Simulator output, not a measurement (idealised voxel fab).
Documented hereafter: the process module known as voxel gate over fins.
This is section cut - it's 235 nm across, gridded in 5 nm square cells.
For the purposes of this document, a cross-section shall be understood as a grid of square cells, specified as bands listed in top-to-bottom order, each band consisting of one or more rows of cells. Look at the band entry: it leads with the top's height and the bottom's height in nm. Then it lists the materials left to right, with a width in nm for each. The word "everywhere" on a single material says that material fills the band edge to edge. The word "air" is empty space. Basically, 0 is our baseline, since under it the wafer straight out of the box is all one material. The bottom band has no lower end and keeps on going down, so it looks like "0..down". It should be noted that a width expressed as "30 to 40" varies in equal increments from row to row of cells within the band, taking the value of the first number at the top row and that of the second number at the bottom row. Reading "no modification" for a step: not a cell of the cross-section changed in it. Entry "Voids, sealed". Content: empty spaces with no open connection to the top, size 8 cells or greater. Each: width x height at distance. Distance: from left edge. Unit: nm. On a step's line, text after the settings is the simulator commenting on that step. "overlay nm" denotes, for a step that has a mask, the displacement of the mask to the right of its planned place, with negative values corresponding to the left.
Planned step list for the process
- 1: op RECEIVE | material Si
- 2: op CONFORMAL_DEP | material SiN | thk nm 5
- 3: op MASKED_ETCH | tone cover | mask id FINS | width nm 15 | pitch nm 50 | etch materials SiN | depth nm 5 | overlay nm 0
- 4: op MASKED_ETCH | tone cover | mask id FINS | width nm 15 | pitch nm 50 | etch materials Si | depth nm 35 | overlay nm 0
- 5: op FILL_DEP | material SiO2 | thk nm 10
- 6: op CMP | height nm 5
- 7: op DIRECTIONAL_DEP | material aC | thk nm 10
- 8: op PATTERN | tone open | mask id RAIL | material resist | width nm 15 | thk nm 30 | overlay nm 0
- 9: op DIRECTIONAL_ETCH | etch materials aC | depth nm 10
- 10: op STRIP | etch materials resist
- 11: op DIRECTIONAL_ETCH | etch materials SiO2 | depth nm 35
- 12: op STRIP | etch materials aC
- 13: op CONFORMAL_DEP | material TiN | thk nm 5
- 14: op FILL_DEP | material W | thk nm 10
- 15: op CMP | height nm 5
- 16: op SELECTIVE_ETCH | etch materials W Ru TiN | depth nm 20
- 17: op FILL_DEP | material SiO2 | thk nm 5
- 18: op CMP | height nm 5
- 19: op SELECTIVE_ETCH | etch materials SiO2 | depth nm 15
- 20: op STRIP | etch materials SiN
- 21: op CONFORMAL_DEP | material HfO2 | thk nm 5
- 22: op CONFORMAL_DEP | material TiN | thk nm 5
- 23: op CONFORMAL_DEP | material TiAl | thk nm 5
- 24: op CONFORMAL_DEP | material TiN | thk nm 5
- 25: op FILL_DEP | material W | thk nm 15
- 26: op CMP | height nm 30
- 27: op CONFORMAL_DEP | material SiCN | thk nm 10
Cross-section: wafer on arrival = after step 1
	0..down  Si everywhere
	Voids, sealed: none
Wafer cross-section at end of module: start and plan as shown above, one execution error
	40..30  SiCN everywhere
	30..20  W everywhere
	20..15  W: 15  TiN: 205  W: 15
	15..10  W: 15  TiN: 5  TiAl: 45  TiN: 5  TiAl: 45  TiN: 5  TiAl: 45  TiN: 5  TiAl: 45  TiN: 5  W: 15
	10..5  TiN: 20  TiAl: 5  TiN: 35  TiAl: 5  TiN: 5  TiAl: 5  TiN: 35  TiAl: 5  TiN: 5  TiAl: 5  TiN: 35  TiAl: 5  TiN: 5  TiAl: 5  TiN: 35  TiAl: 5  TiN: 20
	5..0  TiAl: 25  TiN: 5  HfO2: 25  TiN: 5  TiAl: 15  TiN: 5  HfO2: 25  TiN: 5  TiAl: 15  TiN: 5  HfO2: 25  TiN: 5  TiAl: 15  TiN: 5  HfO2: 25  TiN: 5  TiAl: 25
	0..-5  TiN: 30  HfO2: 5  Si: 15  HfO2: 5  TiN: 25  HfO2: 5  Si: 15  HfO2: 5  TiN: 25  HfO2: 5  Si: 15  HfO2: 5  TiN: 25  HfO2: 5  Si: 15  HfO2: 5  TiN: 30
	-5..-10  HfO2: 35  Si: 15  HfO2: 35  Si: 15  HfO2: 35  Si: 15  HfO2: 35  Si: 15  HfO2: 35
	-10..-15  SiO2: 35  Si: 15  SiO2: 35  Si: 15  SiO2: 35  Si: 15  SiO2: 35  Si: 15  SiO2: 35
	-15..-25  W: 30  TiN: 5  Si: 15  TiN: 10  SiO2: 15  TiN: 10  Si: 15  TiN: 5  W: 25  TiN: 5  Si: 15  TiN: 5  W: 25  TiN: 5  Si: 15  TiN: 5  W: 30
	-25..-30  TiN: 35  Si: 15  TiN: 10  SiO2: 15  TiN: 10  Si: 15  TiN: 35  Si: 15  TiN: 35  Si: 15  TiN: 35
	-30..-35  SiO2: 35  Si: 15  SiO2: 35  Si: 15  SiO2: 35  Si: 15  SiO2: 35  Si: 15  SiO2: 35
	-35..down  Si everywhere
	Voids, sealed: none
The mistake made against the process plan was this: planned and actual differ for step 8; actual: op PATTERN | tone cover | mask id RAIL | material resist | width nm 15 | thk nm 30 | overlay nm 0
